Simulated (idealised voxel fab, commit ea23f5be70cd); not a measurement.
Module name: voxel fin reveal (process module)
FYI the section here is cut, 155 nm wide, cells are 5 nm squares.
Just so we're on the same page, the cross-sections are grids of square cells, and they're listed out in bands top to bottom, each band one or more rows deep. Each band's line starts with the height of the band's top and of its bottom, in nm. Then come its materials from left to right, each with its width in nm. One material with "edge to edge" fills the band from edge to edge. "air" is empty space. Below 0: as-received wafer, all one material; heights counted from there. Lowest band: no bottom, goes on down, written "0..down". When a width is written as two numbers, as in "30->40", the first number is the width in the top row of cells of the band and the second is the width in its bottom row, and the width changes by the same amount from each row to the next. "no modification" (step): cross-section cells unchanged, all of them. You'll see "Closed void list" listing empty spaces that have no way open to the top, as long as they're 8 cells or more; the notation is width x height at distance, where the distance is from the left edge, and all of it is in nm. Read whatever lies past the settings on a step's line as the simulator's own remark about the step. A step line may carry the setting "overlay nm", which, for steps involving a mask, states the distance by which the mask lay to the right of its intended position; negative values denote displacement to the left.
**Here's what the planned process steps look like**
1: RECEIVE with material Si
2: CONFORMAL_DEP with material SiN, thk nm 5
3: DIRECTIONAL_DEP with material aC, thk nm 15
4: PATTERN with tone cover, mask id FINS, material resist, width nm 15, pitch nm 40, thk nm 35, overlay nm 0
5: DIRECTIONAL_ETCH with etch materials aC, depth nm 15
6: STRIP with etch materials resist
7: DIRECTIONAL_ETCH with etch materials SiN, depth nm 5
8: DIRECTIONAL_ETCH with etch materials Si, depth nm 35
9: STRIP with etch materials aC
10: FILL_DEP with material SiO2, thk nm 10
11: CMP with height nm 5
12: SELECTIVE_ETCH with etch materials SiO2, depth nm 15
13: STRIP with etch materials SiN
14: CONFORMAL_DEP with material SiO2, thk nm 5
**The cross-section here shows the wafer as received, i.e. in its state after step 1**
- 0..down | Si edge to edge
- Closed void list: none
**Wafer cross-section at module end: first of two, run to plan**
- 5..0 | air: 45 | SiO2: 25 | air: 15 | SiO2: 25 | air: 45
- 0..-5 | air: 45 | SiO2: 5 | Si: 15 | SiO2: 5 | air: 15 | SiO2: 5 | Si: 15 | SiO2: 5 | air: 45
- -5..-35 | SiO2: 50 | Si: 15 | SiO2: 25 | Si: 15 | SiO2: 50
- -35..down | Si edge to edge
- Closed void list: none
**So this is wafer number two of the two, cut at the end of the module - it started where the first did and had the same plan, we just got one thing wrong running it**
- 10..5 | SiO2: 55 | air: 5 | SiO2: 35 | air: 5 | SiO2: 55
- 5..0 | aC: 50 | SiO2: 15 | aC: 25 | SiO2: 15 | aC: 50
- 0..-35 | aC: 50 | Si: 15 | aC: 25 | Si: 15 | aC: 50
- -35..down | Si edge to edge
- Closed void list: none
Short version of what went wrong: rather than as planned, step 10 actually ran as FILL_DEP with material aC, thk nm 10
Wrapping up, a cell-based count of both wafers puts the second over or under the first for these materials: SiO2: 129 fewer; aC: 200 more
